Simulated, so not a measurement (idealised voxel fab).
Documented hereafter: the process module known as voxel wiring stack.
In the cross-section labelled cut, the width is 260 nm and each square cell is 5 nm.
Cross-sections here: square-cell grids, written as top-down lists of bands, a band being one or more rows of cells.
Heads up on the band format: heights come first, top then bottom, in nm. After that it's the materials left to right, each with its width in nm. A single material flagged "all across" fills the whole band edge to edge, and "air" means there's empty space there.
Below 0: as-received wafer, all one material; heights counted from there. Lowest band: no bottom, goes on down, written "0..down".
The expression "30 to 40" gives the width at the extremes of the band, the first number at its top row of cells and the second at its bottom row, with the width changing by equal amounts from each row to the next in between.
"changes: none" (step): cross-section cells unchanged, all of them.
Empty spaces without an open route to the top, at least 8 cells in extent, make up the entry "Sealed void list"; each is given as width x height at distance, where the distance is measured from the left edge, and all are in nm.
Formally, on a step line, whatever follows the settings is a remark that the simulator itself makes on the step.
"overlay nm", when on a step's line for a step with a mask, measures how far to the right of its planned place the mask lay; a negative measure means to the left.
The process steps that were planned are listed below:
1 RECEIVE: material Si
2 CONFORMAL_DEP: material SiO2, thk nm 15
3 DIRECTIONAL_DEP: material TiN, thk nm 5
4 DIRECTIONAL_DEP: material W, thk nm 20
5 PATTERN: tone cover, mask id METAL_1, material resist, width nm 20, pitch nm 45, thk nm 15, overlay nm 0
6 DIRECTIONAL_ETCH: etch materials W, depth nm 20
7 DIRECTIONAL_ETCH: etch materials TiN, depth nm 5
8 STRIP: etch materials resist
9 FILL_DEP: material SiO2, thk nm 10
10 CMP: height nm 40
11 CONFORMAL_DEP: material SiCN, thk nm 5
12 DIRECTIONAL_DEP: material lowk, thk nm 30
13 DIRECTIONAL_DEP: material aC, thk nm 10
14 PATTERN: tone open, mask id METAL_2_HOLES, material resist, width nm 15, pitch nm 90, thk nm 30, overlay nm 0
15 DIRECTIONAL_ETCH: etch materials aC, depth nm 10
16 STRIP: etch materials resist
17 DIRECTIONAL_ETCH: etch materials lowk, depth nm 30
18 STRIP: etch materials aC
19 PATTERN: tone open, mask id METAL_2, material resist, width nm 20, pitch nm 45, thk nm 15, overlay nm 0
20 DIRECTIONAL_ETCH: etch materials lowk, depth nm 20
21 DIRECTIONAL_ETCH: etch materials SiCN, depth nm 5
22 STRIP: etch materials resist
23 CONFORMAL_DEP: material TiN, thk nm 5
24 FILL_DEP: material Ru, thk nm 5
25 CMP: height nm 75
26 CONFORMAL_DEP: material SiCN, thk nm 5
27 DIRECTIONAL_DEP: material lowk, thk nm 10
28 DIRECTIONAL_DEP: material aC, thk nm 15
29 PATTERN: tone open, mask id PLUG_2, material resist, width nm 15, pitch nm 45, thk nm 30, overlay nm 0
30 DIRECTIONAL_ETCH: etch materials aC, depth nm 15
31 STRIP: etch materials resist
32 DIRECTIONAL_ETCH: etch materials lowk, depth nm 10
33 DIRECTIONAL_ETCH: etch materials SiCN, depth nm 5
34 STRIP: etch materials aC
35 CONFORMAL_DEP: material TiN, thk nm 5
36 FILL_DEP: material Ru, thk nm 10
37 CMP: height nm 90
38 DIRECTIONAL_DEP: material TiN, thk nm 5
39 DIRECTIONAL_DEP: material W, thk nm 15
40 PATTERN: tone cover, mask id METAL_3, material resist, width nm 20, pitch nm 45, thk nm 15, overlay nm 0
41 DIRECTIONAL_ETCH: etch materials W, depth nm 15
42 DIRECTIONAL_ETCH: etch materials TiN, depth nm 5
43 STRIP: etch materials resist
44 FILL_DEP: material lowk, thk nm 5
45 CMP: height nm 110
46 CONFORMAL_DEP: material SiN, thk nm 5
As-received wafer cross-section (after step 1):
    0..down  Si all across
    Sealed void list: none
First of two wafers: cross-section at end of module, run per plan:
    115..110  SiN all across
    110..95  50 nm lowk / 20 nm W / 25 nm lowk / 20 nm W / 25 nm lowk / 20 nm W / 25 nm lowk / 20 nm W / 55 nm lowk
    95..90  50 nm lowk / 20 nm TiN / 25 nm lowk / 20 nm TiN / 25 nm lowk / 20 nm TiN / 25 nm lowk / 20 nm TiN / 55 nm lowk
    90..80  50 nm lowk / 5 nm TiN / 5 nm Ru / 5 nm TiN / 30 nm lowk / 5 nm TiN / 5 nm Ru / 5 nm TiN / 30 nm lowk / 5 nm TiN / 5 nm Ru / 5 nm TiN / 30 nm lowk / 5 nm TiN / 5 nm Ru / 5 nm TiN / 60 nm lowk
    80..75  50 nm SiCN / 15 nm TiN / 30 nm SiCN / 15 nm TiN / 30 nm SiCN / 15 nm TiN / 30 nm SiCN / 15 nm TiN / 60 nm SiCN
    75..60  50 nm lowk / 5 nm TiN / 10 nm Ru / 5 nm TiN / 25 nm lowk / 5 nm TiN / 10 nm Ru / 5 nm TiN / 25 nm lowk / 5 nm TiN / 10 nm Ru / 5 nm TiN / 25 nm lowk / 5 nm TiN / 10 nm Ru / 5 nm TiN / 55 nm lowk
    60..55  50 nm lowk / 5 nm TiN / 5 nm Ru / 10 nm TiN / 25 nm lowk / 20 nm TiN / 25 nm lowk / 5 nm TiN / 5 nm Ru / 10 nm TiN / 25 nm lowk / 20 nm TiN / 55 nm lowk
    55..45  50 nm lowk / 5 nm TiN / 5 nm Ru / 5 nm TiN / 75 nm lowk / 5 nm TiN / 5 nm Ru / 5 nm TiN / 105 nm lowk
    45..40  50 nm SiCN / 15 nm TiN / 75 nm SiCN / 15 nm TiN / 105 nm SiCN
    40..20  50 nm SiO2 / 20 nm W / 25 nm SiO2 / 20 nm W / 25 nm SiO2 / 20 nm W / 25 nm SiO2 / 20 nm W / 55 nm SiO2
    20..15  50 nm SiO2 / 20 nm TiN / 25 nm SiO2 / 20 nm TiN / 25 nm SiO2 / 20 nm TiN / 25 nm SiO2 / 20 nm TiN / 55 nm SiO2
    15..0  SiO2 all across
    0..down  Si all across
    Sealed void list: none
Wafer two, sectioned after the module: the first wafer's start, the first wafer's plan, and one mistake in how it was run:
    115..110  SiN all across
    110..95  50 nm lowk / 20 nm W / 25 nm lowk / 20 nm W / 25 nm lowk / 20 nm W / 25 nm lowk / 20 nm W / 55 nm lowk
    95..90  50 nm lowk / 20 nm TiN / 25 nm lowk / 20 nm TiN / 25 nm lowk / 20 nm TiN / 25 nm lowk / 20 nm TiN / 55 nm lowk
    90..80  50 nm lowk / 5 nm TiN / 5 nm Ru / 5 nm TiN / 30 nm lowk / 5 nm TiN / 5 nm Ru / 5 nm TiN / 30 nm lowk / 5 nm TiN / 5 nm Ru / 5 nm TiN / 30 nm lowk / 5 nm TiN / 5 nm Ru / 5 nm TiN / 60 nm lowk
    80..75  50 nm SiCN / 15 nm TiN / 30 nm SiCN / 15 nm TiN / 30 nm SiCN / 15 nm TiN / 30 nm SiCN / 15 nm TiN / 60 nm SiCN
    75..60  50 nm lowk / 5 nm TiN / 5 nm Ru / 5 nm TiN / 75 nm lowk / 5 nm TiN / 5 nm Ru / 5 nm TiN / 105 nm lowk
    60..55  50 nm lowk / 15 nm TiN / 75 nm lowk / 15 nm TiN / 105 nm lowk
    55..45  lowk all across
    45..40  SiCN all across
    40..20  50 nm SiO2 / 20 nm W / 25 nm SiO2 / 20 nm W / 25 nm SiO2 / 20 nm W / 25 nm SiO2 / 20 nm W / 55 nm SiO2
    20..15  50 nm SiO2 / 20 nm TiN / 25 nm SiO2 / 20 nm TiN / 25 nm SiO2 / 20 nm TiN / 25 nm SiO2 / 20 nm TiN / 55 nm SiO2
    15..0  SiO2 all across
    0..down  Si all across
    Sealed void list: none
Against the plan, the run slipped here: step 12 of the plan was carried out twice
Wrapping up, a cell-based count of both wafers puts the second over or under the first for these materials: Ru -24 | SiCN +6 | TiN -34 | lowk +52
